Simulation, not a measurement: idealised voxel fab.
process module | voxel local oxidation
cross-section cut | 205 nm wide | cells 5 nm
A cross-section is a grid of square cells, given in bands from the top down. A band is one or more rows of cells.
Each band's line starts with the height of the band's top and of its bottom, in nm. Then come its materials from left to right, each with its width in nm. One material with "throughout" fills the band from edge to edge. "air" is empty space.
Height 0 is the level under which the wafer as received is all one material. The lowest band goes on downwards, as in "0 down".
A width such as "30 to 40" changes by the same amount from each row of cells to the next, from the band's top row to its bottom row.
"no change" after a step means that no cell of the cross-section changed.
closed voids: empty space of 8 cells or more with no open way to the top, each as width x height at its distance from the left edge, in nm
after a step's settings: what the simulator itself notes on the step
overlay nm, on a step with a mask: how far to the right of its planned place the mask lay; to the left if negative
plan
1 op RECEIVE | material Si
2 op CONFORMAL_DEP | material SiO2 | thk nm 5
3 op CONFORMAL_DEP | material SiN | thk nm 10
4 op DIRECTIONAL_DEP | material aC | thk nm 15
5 op PATTERN | tone cover | mask id ACTIVE | material resist | width nm 105 | thk nm 30 | overlay nm 0
6 op DIRECTIONAL_ETCH | etch materials aC | depth nm 15
7 op STRIP | etch materials resist
8 op DIRECTIONAL_ETCH | etch materials SiN | depth nm 10
9 op STRIP | etch materials aC
10 op SELECTIVE_ETCH | etch materials SiO2 | depth nm 5
11 op OXIDIZE | depth nm 15
12 op STRIP | etch materials SiN
first wafer, as planned
as received, after step 1
  0 down: Si throughout
  closed voids: none
after step 2
  5 to 0: SiO2 throughout
  below 0: unchanged
after step 3
  15 to 5: SiN throughout
  below 5: unchanged
after step 4
  30 to 15: aC throughout
  below 15: unchanged
after step 5
  60 to 30: air 50 | resist 105 | air 50
  below 30: unchanged
after step 6
  45 to 30: air 50 | resist 105 | air 50
  30 to 15: air 50 | aC 105 | air 50
  below 15: unchanged
after step 7
  30 to 15: air 50 | aC 105 | air 50
  below 15: unchanged
after step 8
  30 to 15: air 50 | aC 105 | air 50
  15 to 5: air 50 | SiN 105 | air 50
  below 5: unchanged
after step 9
  15 to 5: air 50 | SiN 105 | air 50
  below 5: unchanged
after step 10
  15 to 5: air 50 | SiN 105 | air 50
  5 to 0: air 55 | SiO2 95 | air 55
  below 0: unchanged
after step 11
  15 to 5: air 50 | SiN 105 | air 50
  5 to 0: air 55 | SiO2 95 | air 55
  0 to -15: SiO2 70 | Si 65 | SiO2 70
  below -15: unchanged
after step 12
  5 to 0: air 55 | SiO2 95 | air 55
  below 0: unchanged
second wafer: like start, like plan, one mistake. Through step 4 it matches the first wafer
when step 5 should have ended
  60 to 30: air 45 | resist 105 | air 55
  below 30: unchanged
when step 6 should have ended
  45 to 30: air 45 | resist 105 | air 55
  30 to 15: air 45 | aC 105 | air 55
  below 15: unchanged
when step 7 should have ended
  30 to 15: air 45 | aC 105 | air 55
  below 15: unchanged
when step 8 should have ended
  30 to 15: air 45 | aC 105 | air 55
  15 to 5: air 45 | SiN 105 | air 55
  below 5: unchanged
when step 9 should have ended
  15 to 5: air 45 | SiN 105 | air 55
  below 5: unchanged
when step 10 should have ended
  15 to 5: air 45 | SiN 105 | air 55
  5 to 0: air 50 | SiO2 95 | air 60
  below 0: unchanged
when step 11 should have ended
  15 to 5: air 45 | SiN 105 | air 55
  5 to 0: air 50 | SiO2 95 | air 60
  0 to -15: SiO2 65 | Si 65 | SiO2 75
  below -15: unchanged
when step 12 should have ended
  5 to 0: air 50 | SiO2 95 | air 60
  below 0: unchanged
what went wrong: step 5 ran as: op PATTERN | tone cover | mask id ACTIVE | material resist | width nm 105 | thk nm 30 | overlay nm -5
at the end the second wafer has, in cells: as many of each material as the first, in other places
